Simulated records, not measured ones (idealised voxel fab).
The document below concerns the process module designated voxel wiring stack.
Section shown: cut. Width: 210 nm. Cell size: 5 nm, square.
Square cells in a grid make up a cross-section in this document, and the grid is given as bands, listed from the top down, each one or more rows of cells. Band: top and bottom heights (nm) first, top before bottom; then materials from left to right, widths in nm. "edge to edge" marks a sole material filling the band edge to edge. "empty" denotes empty space. For the purposes of this specification, 0 denotes the height below which the wafer in its as-received condition is composed wholly of one material, and the lowermost band, lacking a lower limit, extends downward without end, as expressed in "0 nm and below". You'd read "30..40" like this: the band's top row of cells is as wide as the first number, its bottom row is as wide as the second, and going down, every row changes width by the same amount as the row before did. For the purposes of this document, the phrase "nothing was modified" attached to a step denotes that no cell within the cross-section was modified by that step. Heads up: "Unvented internal voids" only lists the empty pockets with no open path to the top that are 8 cells or more, and it writes them as width x height at distance, distance from the left edge, in nm. Read whatever lies past the settings on a step's line as the simulator's own remark about the step. overlay nm: mask right of planned place by this much (step with mask). Neg. = left. If you're wondering how to read the rest of this, here's the deal. It's pairs of cross-sections: one from before a process step, one from after it. The after one is only drawn as far down as the lowest band that changed. Right under each pair you'll see which step sits between them and what its settings were. Don't read the pairs as one continuous story, though. They can come from different runs of this module on the same starting wafer, and a pair only carries on from the one above it where its entry headed "Pre-step view" says so.

Pre-step view
	125 nm to 110 nm: 15 aC  25 empty  25 aC  25 empty  25 aC  25 empty  25 aC  25 empty  20 aC
	110 nm to 105 nm: 15 lowk  25 empty  25 lowk  25 empty  25 lowk  25 empty  25 lowk  25 empty  20 lowk
	105 nm to 90 nm: 15 lowk  25 aC  25 lowk  25 aC  25 lowk  25 aC  25 lowk  25 aC  20 lowk
	90 nm to 75 nm: lowk edge to edge
	75 nm to 70 nm: SiCN edge to edge
	70 nm to 60 nm: 15 SiO2  5 TiN  15 Cu  5 TiN  25 SiO2  5 TiN  15 Cu  5 TiN  25 SiO2  5 TiN  15 Cu  5 TiN  25 SiO2  5 TiN  15 Cu  5 TiN  20 SiO2
	60 nm to 55 nm: 15 SiO2  5 TiN  5 Cu  15 TiN  25 SiO2  5 TiN  5 Cu  15 TiN  25 SiO2  5 TiN  5 Cu  15 TiN  25 SiO2  5 TiN  5 Cu  15 TiN  20 SiO2
	55 nm to 45 nm: 15 SiO2  5 TiN  5 Cu  5 TiN  35 SiO2  5 TiN  5 Cu  5 TiN  35 SiO2  5 TiN  5 Cu  5 TiN  35 SiO2  5 TiN  5 Cu  5 TiN  30 SiO2
	45 nm to 40 nm: 15 SiCN  15 TiN  35 SiCN  15 TiN  35 SiCN  15 TiN  35 SiCN  15 TiN  30 SiCN
	40 nm to 35 nm: 15 SiN  25 TiN  25 SiN  25 TiN  25 SiN  25 TiN  25 SiN  25 TiN  20 SiN
	35 nm to 0 nm: SiO2 edge to edge
	0 nm and below: Si edge to edge
	Unvented internal voids: none

As Processed
	160 nm to 125 nm: 15 resist  15 empty  35 resist  15 empty  35 resist  15 empty  35 resist  15 empty  30 resist
	125 nm to 110 nm: 15 aC  15 empty  10 resist  25 aC  15 empty  10 resist  25 aC  15 empty  10 resist  25 aC  15 empty  10 resist  20 aC
	110 nm to 105 nm: 15 lowk  15 empty  10 resist  25 lowk  15 empty  10 resist  25 lowk  15 empty  10 resist  25 lowk  15 empty  10 resist  20 lowk
	Below 105 it's all the same as before, nothing changed down there.
	Unvented internal voids: none
The two cross-sections above bracket this step: PATTERN [tone open] [mask id METAL_3_HOLES] [material resist] [width nm 15] [pitch nm 50] [thk nm 35] [overlay nm 0]

Pre-step view: = after-state of the pair above.

As Processed
	145 nm to 125 nm: 15 resist  15 empty  35 resist  15 empty  35 resist  15 empty  35 resist  15 empty  30 resist
	125 nm to 110 nm: 15 aC  15 empty  10 resist  25 aC  15 empty  10 resist  25 aC  15 empty  10 resist  25 aC  15 empty  10 resist  20 aC
	110 nm to 105 nm: 15 lowk  15 empty  10 resist  25 lowk  15 empty  10 resist  25 lowk  15 empty  10 resist  25 lowk  15 empty  10 resist  20 lowk
	105 nm to 90 nm: 15 lowk  15 empty  10 aC  25 lowk  15 empty  10 aC  25 lowk  15 empty  10 aC  25 lowk  15 empty  10 aC  20 lowk
	Below 90 it's all the same as before, nothing changed down there.
	Unvented internal voids: none
The two cross-sections above bracket this step: DIRECTIONAL_ETCH [etch materials aC] [depth nm 15]

Pre-step view: = after-state of the pair above.

As Processed
	125 nm to 110 nm: 15 aC  25 empty  25 aC  25 empty  25 aC  25 empty  25 aC  25 empty  20 aC
	110 nm to 105 nm: 15 lowk  25 empty  25 lowk  25 empty  25 lowk  25 empty  25 lowk  25 empty  20 lowk
	Below 105 it's all the same as before, nothing changed down there.
	Unvented internal voids: none
The two cross-sections above bracket this step: STRIP [etch materials resist]

Pre-step view: = after-state of the pair above.

As Processed
	125 nm to 110 nm: 15 aC  25 empty  25 aC  25 empty  25 aC  25 empty  25 aC  25 empty  20 aC
	110 nm to 105 nm: 15 lowk  25 empty  25 lowk  25 empty  25 lowk  25 empty  25 lowk  25 empty  20 lowk
	105 nm to 90 nm: 15 lowk  15 empty  10 aC  25 lowk  15 empty  10 aC  25 lowk  15 empty  10 aC  25 lowk  15 empty  10 aC  20 lowk
	90 nm to 75 nm: 15 lowk  15 empty  35 lowk  15 empty  35 lowk  15 empty  35 lowk  15 empty  30 lowk
	Below 75 it's all the same as before, nothing changed down there.
	Unvented internal voids: none
The two cross-sections above bracket this step: DIRECTIONAL_ETCH [etch materials lowk] [depth nm 15]

Pre-step view: = after-state of the pair above.

As Processed
	125 nm to 110 nm: 15 aC  25 empty  25 aC  25 empty  25 aC  25 empty  25 aC  25 empty  20 aC
	110 nm to 105 nm: 15 lowk  25 empty  25 lowk  25 empty  25 lowk  25 empty  25 lowk  25 empty  20 lowk
	105 nm to 90 nm: 15 lowk  15 empty  10 aC  25 lowk  15 empty  10 aC  25 lowk  15 empty  10 aC  25 lowk  15 empty  10 aC  20 lowk
	90 nm to 75 nm: 15 lowk  15 empty  35 lowk  15 empty  35 lowk  15 empty  35 lowk  15 empty  30 lowk
	75 nm to 70 nm: 15 SiCN  15 empty  35 SiCN  15 empty  35 SiCN  15 empty  35 SiCN  15 empty  30 SiCN
	Below 70 it's all the same as before, nothing changed down there.
	Unvented internal voids: none
The two cross-sections above bracket this step: DIRECTIONAL_ETCH [etch materials SiCN] [depth nm 5]

Pre-step view: = after-state of the pair above.

As Processed
	110 nm to 90 nm: 15 lowk  25 empty  25 lowk  25 empty  25 lowk  25 empty  25 lowk  25 empty  20 lowk
	Below 90 it's all the same as before, nothing changed down there.
	Unvented internal voids: none
The two cross-sections above bracket this step: STRIP [etch materials aC]

Pre-step view: = after-state of the pair above.

As Processed
	115 nm to 110 nm: 20 TiN  15 empty  35 TiN  15 empty  35 TiN  15 empty  35 TiN  15 empty  25 TiN
	110 nm to 95 nm: 15 lowk  5 TiN  15 empty  5 TiN  25 lowk  5 TiN  15 empty  5 TiN  25 lowk  5 TiN  15 empty  5 TiN  25 lowk  5 TiN  15 empty  5 TiN  20 lowk
	95 nm to 90 nm: 15 lowk  5 TiN  5 empty  15 TiN  25 lowk  5 TiN  5 empty  15 TiN  25 lowk  5 TiN  5 empty  15 TiN  25 lowk  5 TiN  5 empty  15 TiN  20 lowk
	90 nm to 75 nm: 15 lowk  5 TiN  5 empty  5 TiN  35 lowk  5 TiN  5 empty  5 TiN  35 lowk  5 TiN  5 empty  5 TiN  35 lowk  5 TiN  5 empty  5 TiN  30 lowk
	75 nm to 70 nm: 15 SiCN  15 TiN  35 SiCN  15 TiN  35 SiCN  15 TiN  35 SiCN  15 TiN  30 SiCN
	Below 70 it's all the same as before, nothing changed down there.
	Unvented internal voids: none
The two cross-sections above bracket this step: CONFORMAL_DEP [material TiN] [thk nm 5]

Pre-step view: = after-state of the pair above.

As Processed
	120 nm to 115 nm: Cu edge to edge
	115 nm to 110 nm: 20 TiN  15 Cu  35 TiN  15 Cu  35 TiN  15 Cu  35 TiN  15 Cu  25 TiN
	110 nm to 95 nm: 15 lowk  5 TiN  15 Cu  5 TiN  25 lowk  5 TiN  15 Cu  5 TiN  25 lowk  5 TiN  15 Cu  5 TiN  25 lowk  5 TiN  15 Cu  5 TiN  20 lowk
	95 nm to 90 nm: 15 lowk  5 TiN  5 Cu  15 TiN  25 lowk  5 TiN  5 Cu  15 TiN  25 lowk  5 TiN  5 Cu  15 TiN  25 lowk  5 TiN  5 Cu  15 TiN  20 lowk
	90 nm to 75 nm: 15 lowk  5 TiN  5 Cu  5 TiN  35 lowk  5 TiN  5 Cu  5 TiN  35 lowk  5 TiN  5 Cu  5 TiN  35 lowk  5 TiN  5 Cu  5 TiN  30 lowk
	Below 75 it's all the same as before, nothing changed down there.
	Unvented internal voids: none
The two cross-sections above bracket this step: FILL_DEP [material Cu] [thk nm 5]

Pre-step view: = after-state of the pair above.

As Processed
	110 nm to 95 nm: 15 lowk  5 TiN  15 Cu  5 TiN  25 lowk  5 TiN  15 Cu  5 TiN  25 lowk  5 TiN  15 Cu  5 TiN  25 lowk  5 TiN  15 Cu  5 TiN  20 lowk
	Below 95 it's all the same as before, nothing changed down there.
	Unvented internal voids: none
The two cross-sections above bracket this step: CMP [height nm 110]

Pre-step view: = after-state of the pair above.

As Processed
	115 nm to 110 nm: SiN edge to edge
	Below 110 it's all the same as before, nothing changed down there.
	Unvented internal voids: none
The two cross-sections above bracket this step: CONFORMAL_DEP [material SiN] [thk nm 5]

Pre-step view
	40 nm to 15 nm: 15 SiO2  5 TiN  15 Cu  5 TiN  25 SiO2  5 TiN  15 Cu  5 TiN  25 SiO2  5 TiN  15 Cu  5 TiN  25 SiO2  5 TiN  15 Cu  5 TiN  20 SiO2
	15 nm to 10 nm: 15 SiN  25 TiN  25 SiN  25 TiN  25 SiN  25 TiN  25 SiN  25 TiN  20 SiN
	10 nm to 0 nm: SiO2 edge to edge
	0 nm and below: Si edge to edge
	Unvented internal voids: none

As Processed
	55 nm to 40 nm: SiCN edge to edge
	Below 40 it's all the same as before, nothing changed down there.
	Unvented internal voids: none
The two cross-sections above bracket this step: CONFORMAL_DEP [material SiCN] [thk nm 15]

Pre-step view: = after-state of the pair above.

As Processed
	80 nm to 55 nm: SiO2 edge to edge
	Below 55 it's all the same as before, nothing changed down there.
	Unvented internal voids: none
The two cross-sections above bracket this step: DIRECTIONAL_DEP [material SiO2] [thk nm 25]

Pre-step view: = after-state of the pair above.

As Processed
	80 nm to 55 nm: 15 SiO2  15 empty  35 SiO2  15 empty  35 SiO2  15 empty  35 SiO2  15 empty  30 SiO2
	Below 55 it's all the same as before, nothing changed down there.
	Unvented internal voids: none
The two cross-sections above bracket this step: MASKED_ETCH [tone open] [mask id METAL_2_HOLES] [width nm 15] [pitch nm 50] [etch materials SiO2] [depth nm 25] [overlay nm 0]

Pre-step view: = after-state of the pair above.

As Processed
	80 nm to 65 nm: 15 SiO2  25 empty  25 SiO2  25 empty  25 SiO2  25 empty  25 SiO2  25 empty  20 SiO2
	Below 65 it's all the same as before, nothing changed down there.
	Unvented internal voids: none
The two cross-sections above bracket this step: MASKED_ETCH [tone open] [mask id METAL_2] [width nm 25] [pitch nm 50] [etch materials SiO2] [depth nm 15] [overlay nm 0]

Pre-step view: = after-state of the pair above.

As Processed
	80 nm to 65 nm: 15 SiO2  25 empty  25 SiO2  25 empty  25 SiO2  25 empty  25 SiO2  25 empty  20 SiO2
	65 nm to 55 nm: 15 SiO2  15 empty  35 SiO2  15 empty  35 SiO2  15 empty  35 SiO2  15 empty  30 SiO2
	55 nm to 50 nm: 15 SiCN  15 empty  35 SiCN  15 empty  35 SiCN  15 empty  35 SiCN  15 empty  30 SiCN
	Below 50 it's all the same as before, nothing changed down there.
	Unvented internal voids: none
The two cross-sections above bracket this step: MASKED_ETCH [tone open] [mask id METAL_2] [width nm 25] [pitch nm 50] [etch materials SiCN] [depth nm 5] [overlay nm 0]

Pre-step view: = after-state of the pair above.

As Processed
	85 nm to 80 nm: 20 TiN  15 empty  35 TiN  15 empty  35 TiN  15 empty  35 TiN  15 empty  25 TiN
	80 nm to 70 nm: 15 SiO2  5 TiN  15 empty  5 TiN  25 SiO2  5 TiN  15 empty  5 TiN  25 SiO2  5 TiN  15 empty  5 TiN  25 SiO2  5 TiN  15 empty  5 TiN  20 SiO2
	70 nm to 65 nm: 15 SiO2  5 TiN  5 empty  15 TiN  25 SiO2  5 TiN  5 empty  15 TiN  25 SiO2  5 TiN  5 empty  15 TiN  25 SiO2  5 TiN  5 empty  15 TiN  20 SiO2
	65 nm to 55 nm: 15 SiO2  5 TiN  5 empty  5 TiN  35 SiO2  5 TiN  5 empty  5 TiN  35 SiO2  5 TiN  5 empty  5 TiN  35 SiO2  5 TiN  5 empty  5 TiN  30 SiO2
	55 nm to 50 nm: 15 SiCN  15 TiN  35 SiCN  15 TiN  35 SiCN  15 TiN  35 SiCN  15 TiN  30 SiCN
	Below 50 it's all the same as before, nothing changed down there.
	Unvented internal voids: none
The two cross-sections above bracket this step: CONFORMAL_DEP [material TiN] [thk nm 5]

Pre-step view: = after-state of the pair above.

As Processed
	95 nm to 85 nm: Cu edge to edge
	85 nm to 80 nm: 20 TiN  15 Cu  35 TiN  15 Cu  35 TiN  15 Cu  35 TiN  15 Cu  25 TiN
	80 nm to 70 nm: 15 SiO2  5 TiN  15 Cu  5 TiN  25 SiO2  5 TiN  15 Cu  5 TiN  25 SiO2  5 TiN  15 Cu  5 TiN  25 SiO2  5 TiN  15 Cu  5 TiN  20 SiO2
	70 nm to 65 nm: 15 SiO2  5 TiN  5 Cu  15 TiN  25 SiO2  5 TiN  5 Cu  15 TiN  25 SiO2  5 TiN  5 Cu  15 TiN  25 SiO2  5 TiN  5 Cu  15 TiN  20 SiO2
	65 nm to 55 nm: 15 SiO2  5 TiN  5 Cu  5 TiN  35 SiO2  5 TiN  5 Cu  5 TiN  35 SiO2  5 TiN  5 Cu  5 TiN  35 SiO2  5 TiN  5 Cu  5 TiN  30 SiO2
	Below 55 it's all the same as before, nothing changed down there.
	Unvented internal voids: none
The two cross-sections above bracket this step: FILL_DEP [material Cu] [thk nm 10]

Pre-step view: = after-state of the pair above.

As Processed
	70 nm to 65 nm: 15 SiO2  5 TiN  5 Cu  15 TiN  25 SiO2  5 TiN  5 Cu  15 TiN  25 SiO2  5 TiN  5 Cu  15 TiN  25 SiO2  5 TiN  5 Cu  15 TiN  20 SiO2
	Below 65 it's all the same as before, nothing changed down there.
	Unvented internal voids: none
The two cross-sections above bracket this step: CMP [height nm 70]

Pre-step view: = after-state of the pair above.

As Processed
	75 nm to 70 nm: SiCN edge to edge
	Below 70 it's all the same as before, nothing changed down there.
	Unvented internal voids: none
The two cross-sections above bracket this step: CONFORMAL_DEP [material SiCN] [thk nm 5]

Pre-step view: = after-state of the pair above.

As Processed
	110 nm to 75 nm: lowk edge to edge
	Below 75 it's all the same as before, nothing changed down there.
	Unvented internal voids: none
The two cross-sections above bracket this step: DIRECTIONAL_DEP [material lowk] [thk nm 35]

Pre-step view: = after-state of the pair above.

As Processed
	125 nm to 110 nm: 15 resist  25 empty  25 resist  25 empty  25 resist  25 empty  25 resist  25 empty  20 resist
	Below 110 it's all the same as before, nothing changed down there.
	Unvented internal voids: none
The two cross-sections above bracket this step: PATTERN [tone open] [mask id METAL_3] [material resist] [width nm 25] [pitch nm 50] [thk nm 15] [overlay nm 0]

Pre-step view: = after-state of the pair above.

As Processed
	125 nm to 110 nm: 15 resist  25 empty  25 resist  25 empty  25 resist  25 empty  25 resist  25 empty  20 resist
	110 nm to 90 nm: 15 lowk  25 empty  25 lowk  25 empty  25 lowk  25 empty  25 lowk  25 empty  20 lowk
	Below 90 it's all the same as before, nothing changed down there.
	Unvented internal voids: none
The two cross-sections above bracket this step: DIRECTIONAL_ETCH [etch materials lowk] [depth nm 20]

Pre-step view: = after-state of the pair above.

As Processed
	110 nm to 90 nm: 15 lowk  25 empty  25 lowk  25 empty  25 lowk  25 empty  25 lowk  25 empty  20 lowk
	Below 90 it's all the same as before, nothing changed down there.
	Unvented internal voids: none
The two cross-sections above bracket this step: STRIP [etch materials resist]

Pre-step view: = after-state of the pair above.

As Processed
	125 nm to 110 nm: 15 aC  25 empty  25 aC  25 empty  25 aC  25 empty  25 aC  25 empty  20 aC
	110 nm to 105 nm: 15 lowk  25 empty  25 lowk  25 empty  25 lowk  25 empty  25 lowk  25 empty  20 lowk
	105 nm to 90 nm: 15 lowk  25 aC  25 lowk  25 aC  25 lowk  25 aC  25 lowk  25 aC  20 lowk
	Below 90 it's all the same as before, nothing changed down there.
	Unvented internal voids: none
The two cross-sections above bracket this step: DIRECTIONAL_DEP [material aC] [thk nm 15]

Pre-step view: = after-state of the pair above.

As Processed
	160 nm to 125 nm: 15 resist  15 empty  35 resist  15 empty  35 resist  15 empty  35 resist  15 empty  30 resist
	125 nm to 110 nm: 15 aC  15 empty  10 resist  25 aC  15 empty  10 resist  25 aC  15 empty  10 resist  25 aC  15 empty  10 resist  20 aC
	110 nm to 105 nm: 15 lowk  15 empty  10 resist  25 lowk  15 empty  10 resist  25 lowk  15 empty  10 resist  25 lowk  15 empty  10 resist  20 lowk
	Below 105 it's all the same as before, nothing changed down there.
	Unvented internal voids: none
The two cross-sections above bracket this step: PATTERN [tone open] [mask id METAL_3_HOLES] [material resist] [width nm 15] [pitch nm 50] [thk nm 35] [overlay nm 0]

Pre-step view: = after-state of the pair above.

As Processed
	145 nm to 125 nm: 15 resist  15 empty  35 resist  15 empty  35 resist  15 empty  35 resist  15 empty  30 resist
	125 nm to 110 nm: 15 aC  15 empty  10 resist  25 aC  15 empty  10 resist  25 aC  15 empty  10 resist  25 aC  15 empty  10 resist  20 aC
	110 nm to 105 nm: 15 lowk  15 empty  10 resist  25 lowk  15 empty  10 resist  25 lowk  15 empty  10 resist  25 lowk  15 empty  10 resist  20 lowk
	105 nm to 90 nm: 15 lowk  15 empty  10 aC  25 lowk  15 empty  10 aC  25 lowk  15 empty  10 aC  25 lowk  15 empty  10 aC  20 lowk
	Below 90 it's all the same as before, nothing changed down there.
	Unvented internal voids: none
The two cross-sections above bracket this step: DIRECTIONAL_ETCH [etch materials aC] [depth nm 15]

Pre-step view: = after-state of the pair above.

As Processed
	125 nm to 110 nm: 15 aC  25 empty  25 aC  25 empty  25 aC  25 empty  25 aC  25 empty  20 aC
	110 nm to 105 nm: 15 lowk  25 empty  25 lowk  25 empty  25 lowk  25 empty  25 lowk  25 empty  20 lowk
	Below 105 it's all the same as before, nothing changed down there.
	Unvented internal voids: none
The two cross-sections above bracket this step: STRIP [etch materials resist]

Pre-step view: = after-state of the pair above.

As Processed
	125 nm to 110 nm: 15 aC  25 empty  25 aC  25 empty  25 aC  25 empty  25 aC  25 empty  20 aC
	110 nm to 105 nm: 15 lowk  25 empty  25 lowk  25 empty  25 lowk  25 empty  25 lowk  25 empty  20 lowk
	105 nm to 90 nm: 15 lowk  15 empty  10 aC  25 lowk  15 empty  10 aC  25 lowk  15 empty  10 aC  25 lowk  15 empty  10 aC  20 lowk
	90 nm to 75 nm: 15 lowk  15 empty  35 lowk  15 empty  35 lowk  15 empty  35 lowk  15 empty  30 lowk
	Below 75 it's all the same as before, nothing changed down there.
	Unvented internal voids: none
The two cross-sections above bracket this step: DIRECTIONAL_ETCH [etch materials lowk] [depth nm 15]

Pre-step view: = after-state of the pair above.

As Processed
	125 nm to 110 nm: 15 aC  25 empty  25 aC  25 empty  25 aC  25 empty  25 aC  25 empty  20 aC
	110 nm to 105 nm: 15 lowk  25 empty  25 lowk  25 empty  25 lowk  25 empty  25 lowk  25 empty  20 lowk
	105 nm to 90 nm: 15 lowk  15 empty  10 aC  25 lowk  15 empty  10 aC  25 lowk  15 empty  10 aC  25 lowk  15 empty  10 aC  20 lowk
	90 nm to 75 nm: 15 lowk  15 empty  35 lowk  15 empty  35 lowk  15 empty  35 lowk  15 empty  30 lowk
	75 nm to 70 nm: 15 SiCN  15 empty  35 SiCN  15 empty  35 SiCN  15 empty  35 SiCN  15 empty  30 SiCN
	Below 70 it's all the same as before, nothing changed down there.
	Unvented internal voids: none
The two cross-sections above bracket this step: DIRECTIONAL_ETCH [etch materials SiCN] [depth nm 5]

Pre-step view: = after-state of the pair above.

As Processed
	110 nm to 90 nm: 15 lowk  25 empty  25 lowk  25 empty  25 lowk  25 empty  25 lowk  25 empty  20 lowk
	Below 90 it's all the same as before, nothing changed down there.
	Unvented internal voids: none
The two cross-sections above bracket this step: STRIP [etch materials aC]

Pre-step view: = after-state of the pair above.

As Processed
	115 nm to 110 nm: 20 TiN  15 empty  35 TiN  15 empty  35 TiN  15 empty  35 TiN  15 empty  25 TiN
	110 nm to 95 nm: 15 lowk  5 TiN  15 empty  5 TiN  25 lowk  5 TiN  15 empty  5 TiN  25 lowk  5 TiN  15 empty  5 TiN  25 lowk  5 TiN  15 empty  5 TiN  20 lowk
	95 nm to 90 nm: 15 lowk  5 TiN  5 empty  15 TiN  25 lowk  5 TiN  5 empty  15 TiN  25 lowk  5 TiN  5 empty  15 TiN  25 lowk  5 TiN  5 empty  15 TiN  20 lowk
	90 nm to 75 nm: 15 lowk  5 TiN  5 empty  5 TiN  35 lowk  5 TiN  5 empty  5 TiN  35 lowk  5 TiN  5 empty  5 TiN  35 lowk  5 TiN  5 empty  5 TiN  30 lowk
	75 nm to 70 nm: 15 SiCN  15 TiN  35 SiCN  15 TiN  35 SiCN  15 TiN  35 SiCN  15 TiN  30 SiCN
	Below 70 it's all the same as before, nothing changed down there.
	Unvented internal voids: none
The two cross-sections above bracket this step: CONFORMAL_DEP [material TiN] [thk nm 5]

Pre-step view: = after-state of the pair above.

As Processed
	120 nm to 115 nm: Cu edge to edge
	115 nm to 110 nm: 20 TiN  15 Cu  35 TiN  15 Cu  35 TiN  15 Cu  35 TiN  15 Cu  25 TiN
	110 nm to 95 nm: 15 lowk  5 TiN  15 Cu  5 TiN  25 lowk  5 TiN  15 Cu  5 TiN  25 lowk  5 TiN  15 Cu  5 TiN  25 lowk  5 TiN  15 Cu  5 TiN  20 lowk
	95 nm to 90 nm: 15 lowk  5 TiN  5 Cu  15 TiN  25 lowk  5 TiN  5 Cu  15 TiN  25 lowk  5 TiN  5 Cu  15 TiN  25 lowk  5 TiN  5 Cu  15 TiN  20 lowk
	90 nm to 75 nm: 15 lowk  5 TiN  5 Cu  5 TiN  35 lowk  5 TiN  5 Cu  5 TiN  35 lowk  5 TiN  5 Cu  5 TiN  35 lowk  5 TiN  5 Cu  5 TiN  30 lowk
	Below 75 it's all the same as before, nothing changed down there.
	Unvented internal voids: none
The two cross-sections above bracket this step: FILL_DEP [material Cu] [thk nm 5]

Pre-step view: = after-state of the pair above.

As Processed
	110 nm to 95 nm: 15 lowk  5 TiN  15 Cu  5 TiN  25 lowk  5 TiN  15 Cu  5 TiN  25 lowk  5 TiN  15 Cu  5 TiN  25 lowk  5 TiN  15 Cu  5 TiN  20 lowk
	Below 95 it's all the same as before, nothing changed down there.
	Unvented internal voids: none
The two cross-sections above bracket this step: CMP [height nm 110]

Pre-step view: = after-state of the pair above.

As Processed
	115 nm to 110 nm: SiN edge to edge
	Below 110 it's all the same as before, nothing changed down there.
	Unvented internal voids: none
The two cross-sections above bracket this step: CONFORMAL_DEP [material SiN] [thk nm 5]

Pre-step view
	125 nm to 110 nm: 15 aC  25 empty  25 aC  25 empty  25 aC  25 empty  25 aC  25 empty  20 aC
	110 nm to 105 nm: 15 lowk  25 empty  25 lowk  25 empty  25 lowk  25 empty  25 lowk  25 empty  20 lowk
	105 nm to 90 nm: 15 lowk  25 aC  25 lowk  25 aC  25 lowk  25 aC  25 lowk  25 aC  20 lowk
	90 nm to 75 nm: lowk edge to edge
	75 nm to 70 nm: SiCN edge to edge
	70 nm to 60 nm: 15 SiO2  5 TiN  15 Cu  5 TiN  25 SiO2  5 TiN  15 Cu  5 TiN  25 SiO2  5 TiN  15 Cu  5 TiN  25 SiO2  5 TiN  15 Cu  5 TiN  20 SiO2
	60 nm to 55 nm: 15 SiO2  5 TiN  5 Cu  15 TiN  25 SiO2  5 TiN  5 Cu  15 TiN  25 SiO2  5 TiN  5 Cu  15 TiN  25 SiO2  5 TiN  5 Cu  15 TiN  20 SiO2
	55 nm to 45 nm: 15 SiO2  5 TiN  5 Cu  5 TiN  35 SiO2  5 TiN  5 Cu  5 TiN  35 SiO2  5 TiN  5 Cu  5 TiN  35 SiO2  5 TiN  5 Cu  5 TiN  30 SiO2
	45 nm to 40 nm: 15 SiCN  15 TiN  35 SiCN  15 TiN  35 SiCN  15 TiN  35 SiCN  15 TiN  30 SiCN
	40 nm to 15 nm: 15 SiO2  5 TiN  15 Cu  5 TiN  25 SiO2  5 TiN  15 Cu  5 TiN  25 SiO2  5 TiN  15 Cu  5 TiN  25 SiO2  5 TiN  15 Cu  5 TiN  20 SiO2
	15 nm to 10 nm: 15 SiN  25 TiN  25 SiN  25 TiN  25 SiN  25 TiN  25 SiN  25 TiN  20 SiN
	10 nm to 0 nm: SiO2 edge to edge
	0 nm and below: Si edge to edge
	Unvented internal voids: none

As Processed
	160 nm to 125 nm: 15 resist  20 empty  30 resist  20 empty  30 resist  20 empty  30 resist  20 empty  25 resist
	125 nm to 110 nm: 15 aC  20 empty  5 resist  25 aC  20 empty  5 resist  25 aC  20 empty  5 resist  25 aC  20 empty  5 resist  20 aC
	110 nm to 105 nm: 15 lowk  20 empty  5 resist  25 lowk  20 empty  5 resist  25 lowk  20 empty  5 resist  25 lowk  20 empty  5 resist  20 lowk
	Below 105 it's all the same as before, nothing changed down there.
	Unvented internal voids: none
The two cross-sections above bracket this step: PATTERN [tone open] [mask id METAL_3_HOLES] [material resist] [width nm 20] [pitch nm 50] [thk nm 35] [overlay nm 0]

Pre-step view: = after-state of the pair above.

As Processed
	145 nm to 125 nm: 15 resist  20 empty  30 resist  20 empty  30 resist  20 empty  30 resist  20 empty  25 resist
	125 nm to 110 nm: 15 aC  20 empty  5 resist  25 aC  20 empty  5 resist  25 aC  20 empty  5 resist  25 aC  20 empty  5 resist  20 aC
	110 nm to 105 nm: 15 lowk  20 empty  5 resist  25 lowk  20 empty  5 resist  25 lowk  20 empty  5 resist  25 lowk  20 empty  5 resist  20 lowk
	105 nm to 90 nm: 15 lowk  20 empty  5 aC  25 lowk  20 empty  5 aC  25 lowk  20 empty  5 aC  25 lowk  20 empty  5 aC  20 lowk
	Below 90 it's all the same as before, nothing changed down there.
	Unvented internal voids: none
The two cross-sections above bracket this step: DIRECTIONAL_ETCH [etch materials aC] [depth nm 15]

Pre-step view: = after-state of the pair above.

As Processed
	125 nm to 110 nm: 15 aC  25 empty  25 aC  25 empty  25 aC  25 empty  25 aC  25 empty  20 aC
	110 nm to 105 nm: 15 lowk  25 empty  25 lowk  25 empty  25 lowk  25 empty  25 lowk  25 empty  20 lowk
	Below 105 it's all the same as before, nothing changed down there.
	Unvented internal voids: none
The two cross-sections above bracket this step: STRIP [etch materials resist]

Pre-step view: = after-state of the pair above.

As Processed
	125 nm to 110 nm: 15 aC  25 empty  25 aC  25 empty  25 aC  25 empty  25 aC  25 empty  20 aC
	110 nm to 105 nm: 15 lowk  25 empty  25 lowk  25 empty  25 lowk  25 empty  25 lowk  25 empty  20 lowk
	105 nm to 90 nm: 15 lowk  20 empty  5 aC  25 lowk  20 empty  5 aC  25 lowk  20 empty  5 aC  25 lowk  20 empty  5 aC  20 lowk
	90 nm to 75 nm: 15 lowk  20 empty  30 lowk  20 empty  30 lowk  20 empty  30 lowk  20 empty  25 lowk
	Below 75 it's all the same as before, nothing changed down there.
	Unvented internal voids: none
The two cross-sections above bracket this step: DIRECTIONAL_ETCH [etch materials lowk] [depth nm 15]

Pre-step view: = after-state of the pair above.

As Processed
	125 nm to 110 nm: 15 aC  25 empty  25 aC  25 empty  25 aC  25 empty  25 aC  25 empty  20 aC
	110 nm to 105 nm: 15 lowk  25 empty  25 lowk  25 empty  25 lowk  25 empty  25 lowk  25 empty  20 lowk
	105 nm to 90 nm: 15 lowk  20 empty  5 aC  25 lowk  20 empty  5 aC  25 lowk  20 empty  5 aC  25 lowk  20 empty  5 aC  20 lowk
	90 nm to 75 nm: 15 lowk  20 empty  30 lowk  20 empty  30 lowk  20 empty  30 lowk  20 empty  25 lowk
	75 nm to 70 nm: 15 SiCN  20 empty  30 SiCN  20 empty  30 SiCN  20 empty  30 SiCN  20 empty  25 SiCN
	Below 70 it's all the same as before, nothing changed down there.
	Unvented internal voids: none
The two cross-sections above bracket this step: DIRECTIONAL_ETCH [etch materials SiCN] [depth nm 5]

Pre-step view: = after-state of the pair above.

As Processed
	110 nm to 90 nm: 15 lowk  25 empty  25 lowk  25 empty  25 lowk  25 empty  25 lowk  25 empty  20 lowk
	Below 90 it's all the same as before, nothing changed down there.
	Unvented internal voids: none
The two cross-sections above bracket this step: STRIP [etch materials aC]

Pre-step view: = after-state of the pair above.

As Processed
	115 nm to 110 nm: 20 TiN  15 empty  35 TiN  15 empty  35 TiN  15 empty  35 TiN  15 empty  25 TiN
	110 nm to 95 nm: 15 lowk  5 TiN  15 empty  5 TiN  25 lowk  5 TiN  15 empty  5 TiN  25 lowk  5 TiN  15 empty  5 TiN  25 lowk  5 TiN  15 empty  5 TiN  20 lowk
	95 nm to 90 nm: 15 lowk  5 TiN  10 empty  10 TiN  25 lowk  5 TiN  10 empty  10 TiN  25 lowk  5 TiN  10 empty  10 TiN  25 lowk  5 TiN  10 empty  10 TiN  20 lowk
	90 nm to 75 nm: 15 lowk  5 TiN  10 empty  5 TiN  30 lowk  5 TiN  10 empty  5 TiN  30 lowk  5 TiN  10 empty  5 TiN  30 lowk  5 TiN  10 empty  5 TiN  25 lowk
	75 nm to 70 nm: 15 SiCN  20 TiN  30 SiCN  20 TiN  30 SiCN  20 TiN  30 SiCN  20 TiN  25 SiCN
	Below 70 it's all the same as before, nothing changed down there.
	Unvented internal voids: none
The two cross-sections above bracket this step: CONFORMAL_DEP [material TiN] [thk nm 5]
